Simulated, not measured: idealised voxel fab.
Process module in this document: voxel self aligned contacts
The figure presents cross-section cut, which has a width of 215 nm and is divided into square cells with an edge length of 5 nm.
Heads up, the way a cross-section reads in here is a grid of square cells, handed over as bands from the top down, with every band being one or more rows of cells. Quick guide to a band line: top height, bottom height (nm) up front; then every material left to right with its width in nm. Only one material and it's marked "everywhere"? Then it fills the band edge to edge. And "blank" just means empty space. Heads up on the height convention: 0 is the point under which the incoming wafer is all one material, and the lowest band has no bottom, it just keeps going down, like "0 -> down". Per-row width for "30->40": begins at first number (top row of band), ends at second number (bottom row), increment between rows held constant. Key: "no modifications" - step with no changed cell in the cross-section. Enclosed voids (no open way to top), threshold 8 cells or more, entry "Completely sealed voids", notation width x height at distance, distance from left edge, nm. Whatever follows a step's settings on its line is a remark the simulator itself makes about that step. overlay nm: for a step with a mask, the amount by which the mask lay right of where it was planned; a negative amount means left of it. Before/after cross-section pairs, one process step each; after shown to lowest changed band; step and settings beneath. Pairs may be from different runs of this module on the same starting wafer; a pair continues from the one above only where its "Pre-step view" entry says so.

PRE-STEP VIEW
  0 -> down  Si everywhere
  Completely sealed voids: none

AFTER
  0 -> -5  SiO2 everywhere
  Everything below -5 is unchanged.
  Completely sealed voids: none
The process step bridging the two cross-sections above: OXIDIZE: depth nm 5

Pre-step view: identical to the post-step cross-section of the immediately preceding pair.

AFTER
  25 -> 0  polySi everywhere
  Everything below 0 is unchanged.
  Completely sealed voids: none
The process step bridging the two cross-sections above: DIRECTIONAL_DEP: material polySi, thk nm 25

Pre-step view: identical to the post-step cross-section of the immediately preceding pair.

AFTER
  45 -> 25  SiN everywhere
  Everything below 25 is unchanged.
  Completely sealed voids: none
The process step bridging the two cross-sections above: DIRECTIONAL_DEP: material SiN, thk nm 20

Pre-step view: identical to the post-step cross-section of the immediately preceding pair.

AFTER
  55 -> 45  aC everywhere
  Everything below 45 is unchanged.
  Completely sealed voids: none
The process step bridging the two cross-sections above: DIRECTIONAL_DEP: material aC, thk nm 10

Pre-step view: identical to the post-step cross-section of the immediately preceding pair.

AFTER
  85 -> 55  70 nm blank, 25 nm resist, 25 nm blank, 25 nm resist, 70 nm blank
  Everything below 55 is unchanged.
  Completely sealed voids: none
The process step bridging the two cross-sections above: PATTERN: tone cover, mask id GATE, material resist, width nm 25, pitch nm 50, thk nm 30, overlay nm 0

Pre-step view: identical to the post-step cross-section of the immediately preceding pair.

AFTER
  75 -> 55  70 nm blank, 25 nm resist, 25 nm blank, 25 nm resist, 70 nm blank
  55 -> 45  70 nm blank, 25 nm aC, 25 nm blank, 25 nm aC, 70 nm blank
  Everything below 45 is unchanged.
  Completely sealed voids: none
The process step bridging the two cross-sections above: DIRECTIONAL_ETCH: etch materials aC, depth nm 10

Pre-step view: identical to the post-step cross-section of the immediately preceding pair.

AFTER
  55 -> 45  70 nm blank, 25 nm aC, 25 nm blank, 25 nm aC, 70 nm blank
  Everything below 45 is unchanged.
  Completely sealed voids: none
The process step bridging the two cross-sections above: STRIP: etch materials resist

Pre-step view: identical to the post-step cross-section of the immediately preceding pair.

AFTER
  55 -> 45  70 nm blank, 25 nm aC, 25 nm blank, 25 nm aC, 70 nm blank
  45 -> 25  70 nm blank, 25 nm SiN, 25 nm blank, 25 nm SiN, 70 nm blank
  Everything below 25 is unchanged.
  Completely sealed voids: none
The process step bridging the two cross-sections above: DIRECTIONAL_ETCH: etch materials SiN, depth nm 20

Pre-step view: identical to the post-step cross-section of the immediately preceding pair.

AFTER
  55 -> 45  70 nm blank, 25 nm aC, 25 nm blank, 25 nm aC, 70 nm blank
  45 -> 25  70 nm blank, 25 nm SiN, 25 nm blank, 25 nm SiN, 70 nm blank
  25 -> 0  70 nm blank, 25 nm polySi, 25 nm blank, 25 nm polySi, 70 nm blank
  Everything below 0 is unchanged.
  Completely sealed voids: none
The process step bridging the two cross-sections above: DIRECTIONAL_ETCH: etch materials polySi, depth nm 25

Pre-step view: identical to the post-step cross-section of the immediately preceding pair.

AFTER
  45 -> 25  70 nm blank, 25 nm SiN, 25 nm blank, 25 nm SiN, 70 nm blank
  Everything below 25 is unchanged.
  Completely sealed voids: none
The process step bridging the two cross-sections above: STRIP: etch materials aC

Pre-step view: identical to the post-step cross-section of the immediately preceding pair.

AFTER
  50 -> 25  65 nm blank, 35 nm SiN, 15 nm blank, 35 nm SiN, 65 nm blank
  25 -> 5  65 nm blank, 5 nm SiN, 25 nm polySi, 5 nm SiN, 15 nm blank, 5 nm SiN, 25 nm polySi, 5 nm SiN, 65 nm blank
  5 -> 0  70 nm SiN, 25 nm polySi, 25 nm SiN, 25 nm polySi, 70 nm SiN
  Everything below 0 is unchanged.
  Completely sealed voids: none
The process step bridging the two cross-sections above: CONFORMAL_DEP: material SiN, thk nm 5

Pre-step view: identical to the post-step cross-section of the immediately preceding pair.

AFTER
  45 -> 25  65 nm blank, 35 nm SiN, 15 nm blank, 35 nm SiN, 65 nm blank
  25 -> 0  65 nm blank, 5 nm SiN, 25 nm polySi, 5 nm SiN, 15 nm blank, 5 nm SiN, 25 nm polySi, 5 nm SiN, 65 nm blank
  Everything below 0 is unchanged.
  Completely sealed voids: none
The process step bridging the two cross-sections above: DIRECTIONAL_ETCH: etch materials SiN, depth nm 5

Pre-step view: identical to the post-step cross-section of the immediately preceding pair.

AFTER
  55 -> 45  SiO2 everywhere
  45 -> 25  65 nm SiO2, 35 nm SiN, 15 nm SiO2, 35 nm SiN, 65 nm SiO2
  25 -> 0  65 nm SiO2, 5 nm SiN, 25 nm polySi, 5 nm SiN, 15 nm SiO2, 5 nm SiN, 25 nm polySi, 5 nm SiN, 65 nm SiO2
  Everything below 0 is unchanged.
  Completely sealed voids: none
The process step bridging the two cross-sections above: FILL_DEP: material SiO2, thk nm 10

Pre-step view: identical to the post-step cross-section of the immediately preceding pair.

AFTER
  50 -> 45  SiO2 everywhere
  Everything below 45 is unchanged.
  Completely sealed voids: none
The process step bridging the two cross-sections above: CMP: height nm 50

Pre-step view: identical to the post-step cross-section of the immediately preceding pair.

AFTER
  50 -> 45  90 nm SiO2, 35 nm blank, 90 nm SiO2
  45 -> 25  65 nm SiO2, 35 nm SiN, 15 nm blank, 35 nm SiN, 65 nm SiO2
  25 -> 0  65 nm SiO2, 5 nm SiN, 25 nm polySi, 5 nm SiN, 15 nm blank, 5 nm SiN, 25 nm polySi, 5 nm SiN, 65 nm SiO2
  0 -> -5  100 nm SiO2, 15 nm blank, 100 nm SiO2
  Everything below -5 is unchanged.
  Completely sealed voids: none
The process step bridging the two cross-sections above: MASKED_ETCH: tone open, mask id CONTACT, width nm 35, etch materials SiO2, depth nm 55, overlay nm 0

Pre-step view: identical to the post-step cross-section of the immediately preceding pair.

AFTER
  55 -> 50  95 nm TiN, 25 nm blank, 95 nm TiN
  50 -> 45  90 nm SiO2, 15 nm TiN, 5 nm blank, 15 nm TiN, 90 nm SiO2
  45 -> 25  65 nm SiO2, 35 nm SiN, 5 nm TiN, 5 nm blank, 5 nm TiN, 35 nm SiN, 65 nm SiO2
  25 -> 0  65 nm SiO2, 5 nm SiN, 25 nm polySi, 5 nm SiN, 5 nm TiN, 5 nm blank, 5 nm TiN, 5 nm SiN, 25 nm polySi, 5 nm SiN, 65 nm SiO2
  0 -> -5  100 nm SiO2, 15 nm TiN, 100 nm SiO2
  Everything below -5 is unchanged.
  Completely sealed voids: none
The process step bridging the two cross-sections above: CONFORMAL_DEP: material TiN, thk nm 5

Pre-step view: identical to the post-step cross-section of the immediately preceding pair.

AFTER
  60 -> 55  Ru everywhere
  55 -> 50  95 nm TiN, 25 nm Ru, 95 nm TiN
  50 -> 45  90 nm SiO2, 15 nm TiN, 5 nm Ru, 15 nm TiN, 90 nm SiO2
  45 -> 25  65 nm SiO2, 35 nm SiN, 5 nm TiN, 5 nm Ru, 5 nm TiN, 35 nm SiN, 65 nm SiO2
  25 -> 0  65 nm SiO2, 5 nm SiN, 25 nm polySi, 5 nm SiN, 5 nm TiN, 5 nm Ru, 5 nm TiN, 5 nm SiN, 25 nm polySi, 5 nm SiN, 65 nm SiO2
  Everything below 0 is unchanged.
  Completely sealed voids: none
The process step bridging the two cross-sections above: FILL_DEP: material Ru, thk nm 5

Pre-step view: identical to the post-step cross-section of the immediately preceding pair.

AFTER
  50 -> 45  90 nm SiO2, 15 nm TiN, 5 nm Ru, 15 nm TiN, 90 nm SiO2
  Everything below 45 is unchanged.
  Completely sealed voids: none
The process step bridging the two cross-sections above: CMP: height nm 50

Pre-step view: identical to the post-step cross-section of the immediately preceding pair.

AFTER
  55 -> 50  SiN everywhere
  Everything below 50 is unchanged.
  Completely sealed voids: none
The process step bridging the two cross-sections above: CONFORMAL_DEP: material SiN, thk nm 5

PRE-STEP VIEW
  45 -> 25  70 nm blank, 25 nm SiN, 25 nm blank, 25 nm SiN, 70 nm blank
  25 -> 0  70 nm blank, 25 nm polySi, 25 nm blank, 25 nm polySi, 70 nm blank
  0 -> -5  SiO2 everywhere
  -5 -> down  Si everywhere
  Completely sealed voids: none

AFTER
  40 -> 25  70 nm blank, 25 nm SiN, 25 nm blank, 25 nm SiN, 70 nm blank
  Everything below 25 is unchanged.
  Completely sealed voids: none
The process step bridging the two cross-sections above: DIRECTIONAL_ETCH: etch materials SiN, depth nm 5

Pre-step view: identical to the post-step cross-section of the immediately preceding pair.

AFTER
  50 -> 40  SiO2 everywhere
  40 -> 25  70 nm SiO2, 25 nm SiN, 25 nm SiO2, 25 nm SiN, 70 nm SiO2
  25 -> 0  70 nm SiO2, 25 nm polySi, 25 nm SiO2, 25 nm polySi, 70 nm SiO2
  Everything below 0 is unchanged.
  Completely sealed voids: none
The process step bridging the two cross-sections above: FILL_DEP: material SiO2, thk nm 10

Pre-step view: identical to the post-step cross-section of the immediately preceding pair.

AFTER
  50 -> 40  90 nm SiO2, 35 nm blank, 90 nm SiO2
  40 -> 25  70 nm SiO2, 25 nm SiN, 25 nm blank, 25 nm SiN, 70 nm SiO2
  25 -> 0  70 nm SiO2, 25 nm polySi, 25 nm blank, 25 nm polySi, 70 nm SiO2
  0 -> -5  95 nm SiO2, 25 nm blank, 95 nm SiO2
  Everything below -5 is unchanged.
  Completely sealed voids: none
The process step bridging the two cross-sections above: MASKED_ETCH: tone open, mask id CONTACT, width nm 35, etch materials SiO2, depth nm 55, overlay nm 0

Pre-step view: identical to the post-step cross-section of the immediately preceding pair.

AFTER
  55 -> 50  95 nm TiN, 25 nm blank, 95 nm TiN
  50 -> 40  90 nm SiO2, 5->10 nm TiN, 25->15 nm blank, 5->10 nm TiN, 90 nm SiO2
  40 -> 25  70 nm SiO2, 25 nm SiN, 5 nm TiN, 15 nm blank, 5 nm TiN, 25 nm SiN, 70 nm SiO2
  25 -> 0  70 nm SiO2, 25 nm polySi, 5 nm TiN, 15 nm blank, 5 nm TiN, 25 nm polySi, 70 nm SiO2
  0 -> -5  95 nm SiO2, 25 nm TiN, 95 nm SiO2
  Everything below -5 is unchanged.
  Completely sealed voids: none
The process step bridging the two cross-sections above: CONFORMAL_DEP: material TiN, thk nm 5

Pre-step view: identical to the post-step cross-section of the immediately preceding pair.

AFTER
  60 -> 55  Ru everywhere
  55 -> 50  95 nm TiN, 25 nm Ru, 95 nm TiN
  50 -> 40  90 nm SiO2, 5->10 nm TiN, 25->15 nm Ru, 5->10 nm TiN, 90 nm SiO2
  40 -> 25  70 nm SiO2, 25 nm SiN, 5 nm TiN, 15 nm Ru, 5 nm TiN, 25 nm SiN, 70 nm SiO2
  25 -> 0  70 nm SiO2, 25 nm polySi, 5 nm TiN, 15 nm Ru, 5 nm TiN, 25 nm polySi, 70 nm SiO2
  Everything below 0 is unchanged.
  Completely sealed voids: none
The process step bridging the two cross-sections above: FILL_DEP: material Ru, thk nm 5

Pre-step view: identical to the post-step cross-section of the immediately preceding pair.

AFTER
  50 -> 40  90 nm SiO2, 5->10 nm TiN, 25->15 nm Ru, 5->10 nm TiN, 90 nm SiO2
  Everything below 40 is unchanged.
  Completely sealed voids: none
The process step bridging the two cross-sections above: CMP: height nm 50

Pre-step view: identical to the post-step cross-section of the immediately preceding pair.

AFTER
  55 -> 50  SiN everywhere
  Everything below 50 is unchanged.
  Completely sealed voids: none
The process step bridging the two cross-sections above: CONFORMAL_DEP: material SiN, thk nm 5

PRE-STEP VIEW
  45 -> 25  SiN everywhere
  25 -> 0  polySi everywhere
  0 -> -5  SiO2 everywhere
  -5 -> down  Si everywhere
  Completely sealed voids: none

AFTER
  65 -> 25  SiN everywhere
  Everything below 25 is unchanged.
  Completely sealed voids: none
The process step bridging the two cross-sections above: DIRECTIONAL_DEP: material SiN, thk nm 20

Pre-step view: identical to the post-step cross-section of the immediately preceding pair.

AFTER
  75 -> 65  aC everywhere
  Everything below 65 is unchanged.
  Completely sealed voids: none
The process step bridging the two cross-sections above: DIRECTIONAL_DEP: material aC, thk nm 10

Pre-step view: identical to the post-step cross-section of the immediately preceding pair.

AFTER
  105 -> 75  70 nm blank, 25 nm resist, 25 nm blank, 25 nm resist, 70 nm blank
  Everything below 75 is unchanged.
  Completely sealed voids: none
The process step bridging the two cross-sections above: PATTERN: tone cover, mask id GATE, material resist, width nm 25, pitch nm 50, thk nm 30, overlay nm 0

Pre-step view: identical to the post-step cross-section of the immediately preceding pair.

AFTER
  95 -> 75  70 nm blank, 25 nm resist, 25 nm blank, 25 nm resist, 70 nm blank
  75 -> 65  70 nm blank, 25 nm aC, 25 nm blank, 25 nm aC, 70 nm blank
  Everything below 65 is unchanged.
  Completely sealed voids: none
The process step bridging the two cross-sections above: DIRECTIONAL_ETCH: etch materials aC, depth nm 10

Pre-step view: identical to the post-step cross-section of the immediately preceding pair.

AFTER
  75 -> 65  70 nm blank, 25 nm aC, 25 nm blank, 25 nm aC, 70 nm blank
  Everything below 65 is unchanged.
  Completely sealed voids: none
The process step bridging the two cross-sections above: STRIP: etch materials resist

Pre-step view: identical to the post-step cross-section of the immediately preceding pair.

AFTER
  75 -> 65  70 nm blank, 25 nm aC, 25 nm blank, 25 nm aC, 70 nm blank
  65 -> 45  70 nm blank, 25 nm SiN, 25 nm blank, 25 nm SiN, 70 nm blank
  Everything below 45 is unchanged.
  Completely sealed voids: none
The process step bridging the two cross-sections above: DIRECTIONAL_ETCH: etch materials SiN, depth nm 20

Pre-step view: identical to the post-step cross-section of the immediately preceding pair.

AFTER
  65 -> 45  70 nm blank, 25 nm SiN, 25 nm blank, 25 nm SiN, 70 nm blank
  Everything below 45 is unchanged.
  Completely sealed voids: none
The process step bridging the two cross-sections above: STRIP: etch materials aC

Pre-step view: identical to the post-step cross-section of the immediately preceding pair.

AFTER
  70 -> 50  65 nm blank, 35 nm SiN, 15 nm blank, 35 nm SiN, 65 nm blank
  50 -> 25  SiN everywhere
  Everything below 25 is unchanged.
  Completely sealed voids: none
The process step bridging the two cross-sections above: CONFORMAL_DEP: material SiN, thk nm 5

Pre-step view: identical to the post-step cross-section of the immediately preceding pair.

AFTER
  65 -> 45  65 nm blank, 35 nm SiN, 15 nm blank, 35 nm SiN, 65 nm blank
  Everything below 45 is unchanged.
  Completely sealed voids: none
The process step bridging the two cross-sections above: DIRECTIONAL_ETCH: etch materials SiN, depth nm 5

Pre-step view: identical to the post-step cross-section of the immediately preceding pair.

AFTER
  75 -> 65  SiO2 everywhere
  65 -> 45  65 nm SiO2, 35 nm SiN, 15 nm SiO2, 35 nm SiN, 65 nm SiO2
  Everything below 45 is unchanged.
  Completely sealed voids: none
The process step bridging the two cross-sections above: FILL_DEP: material SiO2, thk nm 10

Pre-step view: identical to the post-step cross-section of the immediately preceding pair.

AFTER
  50 -> 45  65 nm SiO2, 35 nm SiN, 15 nm SiO2, 35 nm SiN, 65 nm SiO2
  Everything below 45 is unchanged.
  Completely sealed voids: none
The process step bridging the two cross-sections above: CMP: height nm 50

Pre-step view: identical to the post-step cross-section of the immediately preceding pair.

AFTER
  50 -> 45  65 nm SiO2, 35 nm SiN, 15 nm blank, 35 nm SiN, 65 nm SiO2
  Everything below 45 is unchanged.
  Completely sealed voids: none
The process step bridging the two cross-sections above: MASKED_ETCH: tone open, mask id CONTACT, width nm 35, etch materials SiO2, depth nm 55, overlay nm 0

Pre-step view: identical to the post-step cross-section of the immediately preceding pair.

AFTER
  55 -> 50  105 nm TiN, 5 nm blank, 105 nm TiN
  50 -> 45  65 nm SiO2, 35 nm SiN, 15 nm TiN, 35 nm SiN, 65 nm SiO2
  Everything below 45 is unchanged.
  Completely sealed voids: none
The process step bridging the two cross-sections above: CONFORMAL_DEP: material TiN, thk nm 5

Pre-step view: identical to the post-step cross-section of the immediately preceding pair.

AFTER
  60 -> 55  Ru everywhere
  55 -> 50  105 nm TiN, 5 nm Ru, 105 nm TiN
  Everything below 50 is unchanged.
  Completely sealed voids: none
The process step bridging the two cross-sections above: FILL_DEP: material Ru, thk nm 5

Pre-step view: identical to the post-step cross-section of the immediately preceding pair.

AFTER
  50 -> 45  65 nm SiO2, 35 nm SiN, 15 nm TiN, 35 nm SiN, 65 nm SiO2
  Everything below 45 is unchanged.
  Completely sealed voids: none
The process step bridging the two cross-sections above: CMP: height nm 50

Pre-step view: identical to the post-step cross-section of the immediately preceding pair.

AFTER
  55 -> 50  SiN everywhere
  Everything below 50 is unchanged.
  Completely sealed voids: none
The process step bridging the two cross-sections above: CONFORMAL_DEP: material SiN, thk nm 5

PRE-STEP VIEW
  40 -> 25  70 nm blank, 25 nm SiN, 25 nm blank, 25 nm SiN, 70 nm blank
  25 -> 0  70 nm blank, 25 nm polySi, 25 nm blank, 25 nm polySi, 70 nm blank
  0 -> -5  SiO2 everywhere
  -5 -> down  Si everywhere
  Completely sealed voids: none

AFTER
  45 -> 25  65 nm blank, 35 nm SiN, 15 nm blank, 35 nm SiN, 65 nm blank
  25 -> 5  65 nm blank, 5 nm SiN, 25 nm polySi, 5 nm SiN, 15 nm blank, 5 nm SiN, 25 nm polySi, 5 nm SiN, 65 nm blank
  5 -> 0  70 nm SiN, 25 nm polySi, 25 nm SiN, 25 nm polySi, 70 nm SiN
  Everything below 0 is unchanged.
  Completely sealed voids: none
The process step bridging the two cross-sections above: CONFORMAL_DEP: material SiN, thk nm 5

Pre-step view: identical to the post-step cross-section of the immediately preceding pair.

AFTER
  55 -> 45  SiO2 everywhere
  45 -> 25  65 nm SiO2, 35 nm SiN, 15 nm SiO2, 35 nm SiN, 65 nm SiO2
  25 -> 5  65 nm SiO2, 5 nm SiN, 25 nm polySi, 5 nm SiN, 15 nm SiO2, 5 nm SiN, 25 nm polySi, 5 nm SiN, 65 nm SiO2
  Everything below 5 is unchanged.
  Completely sealed voids: none
The process step bridging the two cross-sections above: FILL_DEP: material SiO2, thk nm 10

Pre-step view: identical to the post-step cross-section of the immediately preceding pair.

AFTER
  50 -> 45  SiO2 everywhere
  Everything below 45 is unchanged.
  Completely sealed voids: none
The process step bridging the two cross-sections above: CMP: height nm 50

Pre-step view: identical to the post-step cross-section of the immediately preceding pair.

AFTER
  50 -> 45  90 nm SiO2, 35 nm blank, 90 nm SiO2
  45 -> 25  65 nm SiO2, 35 nm SiN, 15 nm blank, 35 nm SiN, 65 nm SiO2
  25 -> 5  65 nm SiO2, 5 nm SiN, 25 nm polySi, 5 nm SiN, 15 nm blank, 5 nm SiN, 25 nm polySi, 5 nm SiN, 65 nm SiO2
  Everything below 5 is unchanged.
  Completely sealed voids: none
The process step bridging the two cross-sections above: MASKED_ETCH: tone open, mask id CONTACT, width nm 35, etch materials SiO2, depth nm 55, overlay nm 0

Pre-step view: identical to the post-step cross-section of the immediately preceding pair.

AFTER
  55 -> 50  95 nm TiN, 25 nm blank, 95 nm TiN
  50 -> 45  90 nm SiO2, 15 nm TiN, 5 nm blank, 15 nm TiN, 90 nm SiO2
  45 -> 25  65 nm SiO2, 35 nm SiN, 5 nm TiN, 5 nm blank, 5 nm TiN, 35 nm SiN, 65 nm SiO2
  25 -> 10  65 nm SiO2, 5 nm SiN, 25 nm polySi, 5 nm SiN, 5 nm TiN, 5 nm blank, 5 nm TiN, 5 nm SiN, 25 nm polySi, 5 nm SiN, 65 nm SiO2
  10 -> 5  65 nm SiO2, 5 nm SiN, 25 nm polySi, 5 nm SiN, 15 nm TiN, 5 nm SiN, 25 nm polySi, 5 nm SiN, 65 nm SiO2
  Everything below 5 is unchanged.
  Completely sealed voids: none
The process step bridging the two cross-sections above: CONFORMAL_DEP: material TiN, thk nm 5

Pre-step view: identical to the post-step cross-section of the immediately preceding pair.

AFTER
  60 -> 55  Ru everywhere
  55 -> 50  95 nm TiN, 25 nm Ru, 95 nm TiN
  50 -> 45  90 nm SiO2, 15 nm TiN, 5 nm Ru, 15 nm TiN, 90 nm SiO2
  45 -> 25  65 nm SiO2, 35 nm SiN, 5 nm TiN, 5 nm Ru, 5 nm TiN, 35 nm SiN, 65 nm SiO2
  25 -> 10  65 nm SiO2, 5 nm SiN, 25 nm polySi, 5 nm SiN, 5 nm TiN, 5 nm Ru, 5 nm TiN, 5 nm SiN, 25 nm polySi, 5 nm SiN, 65 nm SiO2
  Everything below 10 is unchanged.
  Completely sealed voids: none
The process step bridging the two cross-sections above: FILL_DEP: material Ru, thk nm 5

Pre-step view: identical to the post-step cross-section of the immediately preceding pair.

AFTER
  50 -> 45  90 nm SiO2, 15 nm TiN, 5 nm Ru, 15 nm TiN, 90 nm SiO2
  Everything below 45 is unchanged.
  Completely sealed voids: none
The process step bridging the two cross-sections above: CMP: height nm 50

Pre-step view: identical to the post-step cross-section of the immediately preceding pair.

AFTER
  55 -> 50  SiN everywhere
  Everything below 50 is unchanged.
  Completely sealed voids: none
The process step bridging the two cross-sections above: CONFORMAL_DEP: material SiN, thk nm 5

PRE-STEP VIEW
  50 -> 45  SiO2 everywhere
  45 -> 25  65 nm SiO2, 35 nm SiN, 15 nm SiO2, 35 nm SiN, 65 nm SiO2
  25 -> 0  65 nm SiO2, 5 nm SiN, 25 nm polySi, 5 nm SiN, 15 nm SiO2, 5 nm SiN, 25 nm polySi, 5 nm SiN, 65 nm SiO2
  0 -> -5  SiO2 everywhere
  -5 -> down  Si everywhere
  Completely sealed voids: none

AFTER
  50 -> 45  90 nm SiO2, 35 nm blank, 90 nm SiO2
  45 -> 25  65 nm SiO2, 35 nm SiN, 15 nm blank, 35 nm SiN, 65 nm SiO2
  25 -> 5  65 nm SiO2, 5 nm SiN, 25 nm polySi, 5 nm SiN, 15 nm blank, 5 nm SiN, 25 nm polySi, 5 nm SiN, 65 nm SiO2
  Everything below 5 is unchanged.
  Completely sealed voids: none
The process step bridging the two cross-sections above: MASKED_ETCH: tone open, mask id CONTACT, width nm 35, etch materials SiO2, depth nm 45, overlay nm 0

Pre-step view: identical to the post-step cross-section of the immediately preceding pair.

AFTER
  55 -> 50  95 nm TiN, 25 nm blank, 95 nm TiN
  50 -> 45  90 nm SiO2, 15 nm TiN, 5 nm blank, 15 nm TiN, 90 nm SiO2
  45 -> 25  65 nm SiO2, 35 nm SiN, 5 nm TiN, 5 nm blank, 5 nm TiN, 35 nm SiN, 65 nm SiO2
  25 -> 10  65 nm SiO2, 5 nm SiN, 25 nm polySi, 5 nm SiN, 5 nm TiN, 5 nm blank, 5 nm TiN, 5 nm SiN, 25 nm polySi, 5 nm SiN, 65 nm SiO2
  10 -> 5  65 nm SiO2, 5 nm SiN, 25 nm polySi, 5 nm SiN, 15 nm TiN, 5 nm SiN, 25 nm polySi, 5 nm SiN, 65 nm SiO2
  Everything below 5 is unchanged.
  Completely sealed voids: none
The process step bridging the two cross-sections above: CONFORMAL_DEP: material TiN, thk nm 5

Pre-step view: identical to the post-step cross-section of the immediately preceding pair.

AFTER
  60 -> 55  Ru everywhere
  55 -> 50  95 nm TiN, 25 nm Ru, 95 nm TiN
  50 -> 45  90 nm SiO2, 15 nm TiN, 5 nm Ru, 15 nm TiN, 90 nm SiO2
  45 -> 25  65 nm SiO2, 35 nm SiN, 5 nm TiN, 5 nm Ru, 5 nm TiN, 35 nm SiN, 65 nm SiO2
  25 -> 10  65 nm SiO2, 5 nm SiN, 25 nm polySi, 5 nm SiN, 5 nm TiN, 5 nm Ru, 5 nm TiN, 5 nm SiN, 25 nm polySi, 5 nm SiN, 65 nm SiO2
  Everything below 10 is unchanged.
  Completely sealed voids: none
The process step bridging the two cross-sections above: FILL_DEP: material Ru, thk nm 5

Pre-step view: identical to the post-step cross-section of the immediately preceding pair.

AFTER
  50 -> 45  90 nm SiO2, 15 nm TiN, 5 nm Ru, 15 nm TiN, 90 nm SiO2
  Everything below 45 is unchanged.
  Completely sealed voids: none
The process step bridging the two cross-sections above: CMP: height nm 50

Pre-step view: identical to the post-step cross-section of the immediately preceding pair.

AFTER
  55 -> 50  SiN everywhere
  Everything below 50 is unchanged.
  Completely sealed voids: none
The process step bridging the two cross-sections above: CONFORMAL_DEP: material SiN, thk nm 5

PRE-STEP VIEW
  50 -> 45  SiO2 everywhere
  45 -> 25  65 nm SiO2, 35 nm SiN, 15 nm SiO2, 35 nm SiN, 65 nm SiO2
  25 -> 0  65 nm SiO2, 5 nm SiN, 25 nm polySi, 5 nm SiN, 15 nm SiO2, 5 nm SiN, 25 nm polySi, 5 nm SiN, 65 nm SiO2
  0 -> -5  SiO2 everywhere
  -5 -> down  Si everywhere
  Completely sealed voids: none

AFTER
  50 -> 45  85 nm SiO2, 45 nm blank, 85 nm SiO2
  45 -> 25  65 nm SiO2, 35 nm SiN, 15 nm blank, 35 nm SiN, 65 nm SiO2
  25 -> 0  65 nm SiO2, 5 nm SiN, 25 nm polySi, 5 nm SiN, 15 nm blank, 5 nm SiN, 25 nm polySi, 5 nm SiN, 65 nm SiO2
  0 -> -5  100 nm SiO2, 15 nm blank, 100 nm SiO2
  Everything below -5 is unchanged.
  Completely sealed voids: none
The process step bridging the two cross-sections above: MASKED_ETCH: tone open, mask id CONTACT, width nm 45, etch materials SiO2, depth nm 55, overlay nm 0

Pre-step view: identical to the post-step cross-section of the immediately preceding pair.

AFTER
  55 -> 50  90 nm TiN, 35 nm blank, 90 nm TiN
  50 -> 45  85 nm SiO2, 20 nm TiN, 5 nm blank, 20 nm TiN, 85 nm SiO2
  45 -> 25  65 nm SiO2, 35 nm SiN, 5 nm TiN, 5 nm blank, 5 nm TiN, 35 nm SiN, 65 nm SiO2
  25 -> 0  65 nm SiO2, 5 nm SiN, 25 nm polySi, 5 nm SiN, 5 nm TiN, 5 nm blank, 5 nm TiN, 5 nm SiN, 25 nm polySi, 5 nm SiN, 65 nm SiO2
  0 -> -5  100 nm SiO2, 15 nm TiN, 100 nm SiO2
  Everything below -5 is unchanged.
  Completely sealed voids: none
The process step bridging the two cross-sections above: CONFORMAL_DEP: material TiN, thk nm 5

Pre-step view: identical to the post-step cross-section of the immediately preceding pair.

AFTER
  60 -> 55  Ru everywhere
  55 -> 50  90 nm TiN, 35 nm Ru, 90 nm TiN
  50 -> 45  85 nm SiO2, 20 nm TiN, 5 nm Ru, 20 nm TiN, 85 nm SiO2
  45 -> 25  65 nm SiO2, 35 nm SiN, 5 nm TiN, 5 nm Ru, 5 nm TiN, 35 nm SiN, 65 nm SiO2
  25 -> 0  65 nm SiO2, 5 nm SiN, 25 nm polySi, 5 nm SiN, 5 nm TiN, 5 nm Ru, 5 nm TiN, 5 nm SiN, 25 nm polySi, 5 nm SiN, 65 nm SiO2
  Everything below 0 is unchanged.
  Completely sealed voids: none
The process step bridging the two cross-sections above: FILL_DEP: material Ru, thk nm 5

Pre-step view: identical to the post-step cross-section of the immediately preceding pair.

AFTER
  50 -> 45  85 nm SiO2, 20 nm TiN, 5 nm Ru, 20 nm TiN, 85 nm SiO2
  Everything below 45 is unchanged.
  Completely sealed voids: none
The process step bridging the two cross-sections above: CMP: height nm 50

Pre-step view: identical to the post-step cross-section of the immediately preceding pair.

AFTER
  55 -> 50  SiN everywhere
  Everything below 50 is unchanged.
  Completely sealed voids: none
The process step bridging the two cross-sections above: CONFORMAL_DEP: material SiN, thk nm 5

PRE-STEP VIEW
  50 -> 45  SiO2 everywhere
  45 -> 25  65 nm SiO2, 35 nm SiN, 15 nm SiO2, 35 nm SiN, 65 nm SiO2
  25 -> 0  65 nm SiO2, 5 nm SiN, 25 nm polySi, 5 nm SiN, 15 nm SiO2, 5 nm SiN, 25 nm polySi, 5 nm SiN, 65 nm SiO2
  0 -> -5  SiO2 everywhere
  -5 -> down  Si everywhere
  Completely sealed voids: none

AFTER
  50 -> 45  95 nm SiO2, 35 nm blank, 85 nm SiO2
  45 -> 25  65 nm SiO2, 35 nm SiN, 15 nm blank, 35 nm SiN, 65 nm SiO2
  25 -> 0  65 nm SiO2, 5 nm SiN, 25 nm polySi, 5 nm SiN, 15 nm blank, 5 nm SiN, 25 nm polySi, 5 nm SiN, 65 nm SiO2
  0 -> -5  100 nm SiO2, 15 nm blank, 100 nm SiO2
  Everything below -5 is unchanged.
  Completely sealed voids: none
The process step bridging the two cross-sections above: MASKED_ETCH: tone open, mask id CONTACT, width nm 35, etch materials SiO2, depth nm 55, overlay nm 5

Pre-step view: identical to the post-step cross-section of the immediately preceding pair.

AFTER
  55 -> 50  100 nm TiN, 25 nm blank, 90 nm TiN
  50 -> 45  95 nm SiO2, 10 nm TiN, 5 nm blank, 20 nm TiN, 85 nm SiO2
  45 -> 25  65 nm SiO2, 35 nm SiN, 5 nm TiN, 5 nm blank, 5 nm TiN, 35 nm SiN, 65 nm SiO2
  25 -> 0  65 nm SiO2, 5 nm SiN, 25 nm polySi, 5 nm SiN, 5 nm TiN, 5 nm blank, 5 nm TiN, 5 nm SiN, 25 nm polySi, 5 nm SiN, 65 nm SiO2
  0 -> -5  100 nm SiO2, 15 nm TiN, 100 nm SiO2
  Everything below -5 is unchanged.
  Completely sealed voids: none
The process step bridging the two cross-sections above: CONFORMAL_DEP: material TiN, thk nm 5
